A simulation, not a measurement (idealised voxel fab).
The name of this process module is voxel transistor to metal.
Section cut is 215 nm wide and gridded with 5 nm square cells.
Bands, listed from the top down, are how a cross-section gets written in this document; the cross-section itself is a grid of square cells, and a band is one or more rows of them. Look at the band entry: it leads with the top's height and the bottom's height in nm. Then it lists the materials left to right, with a width in nm for each. The word "edge to edge" on a single material says that material fills the band edge to edge. The word "empty" is empty space. Note: height 0 marks the level under which the wafer is uniformly one material as received. Lowest band unbounded below, written "top 0, no bottom". Think of "30 to 40" as a width that walks from the first number to the second as you go down the band, top row to bottom row, taking equal-sized steps from row to row. When a step is marked "stayed the same", none of the cells in the cross-section changed during that step. The list in "Closed void table" covers empty spaces of 8 cells or more that cannot reach the top through any open way, and it gives each as width x height at distance; the distance is from the left edge, and width, height and distance are in nm. That trailing text on a step's line, after the settings, is the simulator's own remark on the step. If you see "overlay nm" on a step's line and that step has a mask, it's telling you how far right of where it was planned the mask ended up; a negative number means it went left instead.

## Planned process steps
- 1: RECEIVE, material Si
- 2: OXIDIZE, depth nm 5
- 3: CONFORMAL_DEP, material SiN, thk nm 15
- 4: DIRECTIONAL_DEP, material aC, thk nm 10
- 5: PATTERN, tone cover, mask id ACTIVE, material resist, width nm 115, thk nm 25, overlay nm 0
- 6: DIRECTIONAL_ETCH, etch materials aC, depth nm 10
- 7: STRIP, etch materials resist
- 8: DIRECTIONAL_ETCH, etch materials SiN, depth nm 15
- 9: DIRECTIONAL_ETCH, etch materials SiO2, depth nm 5
- 10: DIRECTIONAL_ETCH, etch materials Si, depth nm 25
- 11: STRIP, etch materials aC
- 12: OXIDIZE, depth nm 5
- 13: FILL_DEP, material SiO2, thk nm 15
- 14: CMP, height nm 15
- 15: SELECTIVE_ETCH, etch materials SiO2, depth nm 15
- 16: STRIP, etch materials SiN
- 17: SELECTIVE_ETCH, etch materials SiO2, depth nm 5
- 18: OXIDIZE, depth nm 5
- 19: DIRECTIONAL_DEP, material polySi, thk nm 20
- 20: DIRECTIONAL_DEP, material SiCN, thk nm 10
- 21: PATTERN, tone cover, mask id GATE, material resist, width nm 25, thk nm 20, overlay nm 0
- 22: DIRECTIONAL_ETCH, etch materials SiCN, depth nm 20
- 23: DIRECTIONAL_ETCH, etch materials polySi, depth nm 30
- 24: STRIP, etch materials resist
- 25: CONFORMAL_DEP, material SiN, thk nm 5
- 26: DIRECTIONAL_ETCH, etch materials SiN, depth nm 5
- 27: DIRECTIONAL_ETCH, etch materials SiO2, depth nm 5
- 28: DIRECTIONAL_ETCH, etch materials Si, depth nm 15
- 29: EPI, material SiGe, thk nm 15
- 30: FILL_DEP, material SiO2, thk nm 10
- 31: CMP, height nm 15
- 32: STRIP, etch materials polySi
- 33: SELECTIVE_ETCH, etch materials SiO2, depth nm 5
- 34: CONFORMAL_DEP, material HfO2, thk nm 5
- 35: CONFORMAL_DEP, material TiN, thk nm 5
- 36: FILL_DEP, material W, thk nm 10
- 37: CMP, height nm 10
- 38: DIRECTIONAL_DEP, material SiO2, thk nm 15
- 39: PATTERN, tone open, mask id CONTACT, material resist, width nm 20, pitch nm 85, thk nm 20, overlay nm 0
- 40: DIRECTIONAL_ETCH, etch materials SiO2, depth nm 35
- 41: STRIP, etch materials resist
- 42: CONFORMAL_DEP, material TiN, thk nm 5
- 43: FILL_DEP, material W, thk nm 10
- 44: CMP, height nm 25
- 45: DIRECTIONAL_DEP, material TiN, thk nm 5
- 46: DIRECTIONAL_DEP, material Ru, thk nm 15
- 47: PATTERN, tone cover, mask id METAL_1, material resist, width nm 20, pitch nm 85, thk nm 20, overlay nm 0
- 48: DIRECTIONAL_ETCH, etch materials Ru, depth nm 15
- 49: DIRECTIONAL_ETCH, etch materials TiN, depth nm 5
- 50: STRIP, etch materials resist
- 51: CONFORMAL_DEP, material SiCN, thk nm 5
- 52: FILL_DEP, material lowk, thk nm 10
- 53: CMP, height nm 45
- 54: CONFORMAL_DEP, material SiCN, thk nm 5

## Cross-section: wafer on arrival = after step 1
  top 0, no bottom = Si edge to edge
  Closed void table: none

## The module was run from the start shown above using the plan shown above, but one mistake was made doing it; the resulting wafer cross-section is below
  top 50, bottom 45 = SiCN edge to edge
  top 45, bottom 30 = lowk=50 | SiCN=5 | Ru=20 | SiCN=5 | lowk=55 | SiCN=5 | Ru=20 | SiCN=5 | lowk=50
  top 30, bottom 25 = SiCN=55 | TiN=20 | SiCN=65 | TiN=20 | SiCN=55
  top 25, bottom 10 = SiO2=55 | TiN=5 | W=10 | TiN=5 | SiO2=65 | TiN=5 | W=10 | TiN=5 | SiO2=55
  top 10, bottom 5 = SiO2=55 | TiN=5 | W=10 | TiN=5 | SiO2=15 | SiN=5 | HfO2=5 | TiN=5 | polySi=5 | TiN=5 | HfO2=5 | SiN=5 | SiO2=15 | TiN=5 | W=10 | TiN=5 | SiO2=55
  top 5, bottom 0 = SiO2=55 | TiN=5 | W=10 | TiN=5 | SiGe=15 | SiN=5 | HfO2=5 | TiN=5 | polySi=5 | TiN=5 | HfO2=5 | SiN=5 | SiGe=15 | TiN=5 | W=10 | TiN=5 | SiO2=55
  top 0, bottom -5 = SiO2=55 | TiN=5 | W=10 | TiN=5 | SiGe=15 | SiN=5 | HfO2=5 | TiN=15 | HfO2=5 | SiN=5 | SiGe=15 | TiN=5 | W=10 | TiN=5 | SiO2=55
  top -5, bottom -10 = SiO2=55 | TiN=20 | SiGe=15 | HfO2=35 | SiGe=15 | TiN=20 | SiO2=55
  top -10, bottom -25 = SiO2=55 | SiGe=35 | Si=35 | SiGe=35 | SiO2=55
  top -25, bottom -35 = SiO2=55 | Si=105 | SiO2=55
  top -35, no bottom = Si edge to edge
  Closed void table: none
Error vs. plan: off-plan run, step 36, actual operation and settings FILL_DEP, material polySi, thk nm 10
